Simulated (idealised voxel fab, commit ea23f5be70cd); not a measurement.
The name of this process module is voxel double patterning.
It is cross-section cut that appears here, measuring 250 nm in width, its square cells being 5 nm in size.
How to read a cross-section here: the picture is a grid of square cells, written as bands going from the top down, and any band can span one or more rows of cells. In this notation a band is specified by the heights of its top and bottom, in that order and in nm, after which its materials appear from left to right, each paired with its width in nm. The word "all across" attached to a single material means that material fills the band from edge to edge; the word "empty" stands for empty space. The level at which height equals 0 is the one under which the wafer, as it arrives, is entirely one material. No lower edge exists for the bottom band, which continues downward and is notated as in "0 down". Per-row width for "30 to 40": begins at first number (top row of band), ends at second number (bottom row), increment between rows held constant. "remained the same" after a step means that no cell of the cross-section changed. "Tabulated closed voids" lists enclosed empty spaces (at least 8 cells, no open path upward to the top), each as width x height at distance from the left edge, in nm. The remark found on a step's line after its settings is issued by the simulator itself and pertains to that step. If you see "overlay nm" on a step's line and that step has a mask, it's telling you how far right of where it was planned the mask ended up; a negative number means it went left instead.

[List of planned process steps]
1: RECEIVE | material Si
2: CONFORMAL_DEP | material SiO2 | thk nm 5
3: DIRECTIONAL_DEP | material polySi | thk nm 20
4: DIRECTIONAL_DEP | material SiN | thk nm 5
5: MASKED_ETCH | tone open | mask id FIRST | width nm 15 | pitch nm 50 | etch materials SiN | depth nm 5 | overlay nm 0
6: MASKED_ETCH | tone open | mask id SECOND | width nm 15 | pitch nm 50 | etch materials SiN | depth nm 5 | overlay nm 0
7: DIRECTIONAL_ETCH | etch materials polySi | depth nm 20
8: STRIP | etch materials SiN
It is noted that the wafers described herein are identical at the outset and are distinguished by the thk nm of step 2; the value stated in the plan corresponds to the first wafer.

[The first of several wafers as received, shown in cross-section; this is its state after step 1]
> 0 down: Si all across
> Tabulated closed voids: none

[The rows of the table below are wafers. Looking at the end of the module, a row counts, for every material, the cells the wafer has gained, shown as (+), or lost, shown as (-), since it was received; its closed voids come next]
thk nm 5; +50 SiO2; +140 polySi; Tabulated closed voids: none
thk nm 10; +100 SiO2; +140 polySi; Tabulated closed voids: none
thk nm 15; +150 SiO2; +140 polySi; Tabulated closed voids: none
thk nm 20; +200 SiO2; +140 polySi; Tabulated closed voids: none
thk nm 25; +250 SiO2; +140 polySi; Tabulated closed voids: none
